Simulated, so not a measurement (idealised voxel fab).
Module name: voxel released beams (process module)
cross-section cut | 185 nm wide | cells 5 nm
How to read a cross-section here: the picture is a grid of square cells, written as bands going from the top down, and any band can span one or more rows of cells. A band entry consists of two parts. The first gives the height of the band's top and the height of its bottom, in nm. The rest lists the band's materials from left to right, each with its width in nm. A single material labelled with the word "throughout" fills the band from edge to edge, and the word "blank" marks empty space. It should be noted that heights are counted from 0, beneath which the wafer as supplied is of one material throughout, and that the lowest band possesses no lower boundary but continues downward, as written in "0 nm and below". Width: "30 to 40" (first number = top row, second number = bottom row, same change from row to row of cells). It should be understood that the words "changes: none", when stated for a given step, signify that the cross-section underwent no change in any of its cells during that step. Empty spaces counting at least 8 cells and having no open way to the top are listed in "Closed void catalog". The notation width x height at distance is used for each, the distance being from the left edge and all three values in nm. Whatever follows a step's settings on its line is a remark the simulator itself makes about that step. "overlay nm" on a masked step: distance the mask lay right of its planned place, negative for left.
The following list gives the planned process steps:
- 1: RECEIVE [material Si]
- 2: CONFORMAL_DEP [material Al2O3] [thk nm 5]
- 3: DIRECTIONAL_DEP [material SiO2] [thk nm 10]
- 4: DIRECTIONAL_DEP [material aC] [thk nm 10]
- 5: PATTERN [tone open] [mask id ANCHOR] [material resist] [width nm 35] [thk nm 30] [overlay nm 0]
- 6: DIRECTIONAL_ETCH [etch materials aC] [depth nm 10]
- 7: STRIP [etch materials resist]
- 8: DIRECTIONAL_ETCH [etch materials SiO2] [depth nm 10]
- 9: STRIP [etch materials aC]
- 10: CONFORMAL_DEP [material polySi] [thk nm 10]
- 11: MASKED_ETCH [tone cover] [mask id BEAM] [width nm 95] [etch materials polySi] [depth nm 10] [overlay nm 0]
- 12: STRIP [etch materials SiO2]
Cross-section of the wafer as it came to us, i.e., already through step 1:
* 0 nm and below = Si throughout
* Closed void catalog: none
Post-module cross-section of the first of two wafers (run per plan):
* 25 nm to 15 nm = blank 40 nm  polySi 15 nm  blank 15 nm  polySi 65 nm  blank 50 nm
* 15 nm to 5 nm = blank 45 nm  polySi 35 nm  blank 105 nm
* 5 nm to 0 nm = Al2O3 throughout
* 0 nm and below = Si throughout
* Closed void catalog: none
Same start, same plan as the first wafer - but one mistake in the run. Cross-section of the second of the two at the end of the module:
* 25 nm to 15 nm = blank 40 nm  polySi 95 nm  blank 50 nm
* 15 nm to 10 nm = Al2O3 throughout
* 10 nm to 0 nm = SiO2 throughout
* 0 nm and below = Si throughout
* Closed void catalog: none
Nonconformance to the process plan: steps 2 and 3 of the plan were each performed in the slot designated for the other
Cell-count delta at end, second wafer over first, by material: SiO2 +74; polySi -8
